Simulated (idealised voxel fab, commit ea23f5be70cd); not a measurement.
process module | voxel local oxidation
cross-section cut | 265 nm wide | cells 5 nm
A cross-section is a grid of square cells, given in bands from the top down. A band is one or more rows of cells.
Each band's line starts with the height of the band's top and of its bottom, in nm. Then come its materials from left to right, each with its width in nm. One material with "throughout" fills the band from edge to edge. "air" is empty space.
Height 0 is the level under which the wafer as received is all one material. The lowest band goes on downwards, as in "0 down".
A width such as "30 to 40" changes by the same amount from each row of cells to the next, from the band's top row to its bottom row.
"no change" after a step means that no cell of the cross-section changed.
closed voids: empty space of 8 cells or more with no open way to the top, each as width x height at its distance from the left edge, in nm
after a step's settings: what the simulator itself notes on the step
overlay nm, on a step with a mask: how far to the right of its planned place the mask lay; to the left if negative
plan
1 op RECEIVE | material Si
2 op CONFORMAL_DEP | material SiO2 | thk nm 5
3 op CONFORMAL_DEP | material SiN | thk nm 15
4 op MASKED_ETCH | tone cover | mask id ACTIVE | width nm 95 | pitch nm 120 | etch materials SiN | depth nm 15 | overlay nm 0
5 op SELECTIVE_ETCH | etch materials SiO2 | depth nm 5
6 op OXIDIZE | depth nm 10
7 op STRIP | etch materials SiN
varied across the wafers: thk nm of step 2. The plan shows the first wafer's value. All wafers start alike
first wafer as received, after step 1
  0 down: Si throughout
  closed voids: none
each wafer at the end: cells of each material gained (+) or lost (-) since it was received, then its closed voids
thk nm 5 | -54 Si | +88 SiO2 | closed voids: none
thk nm 10 | +87 SiO2 | closed voids: none
thk nm 15 | +140 SiO2 | closed voids: none
thk nm 20 | +193 SiO2 | closed voids: none
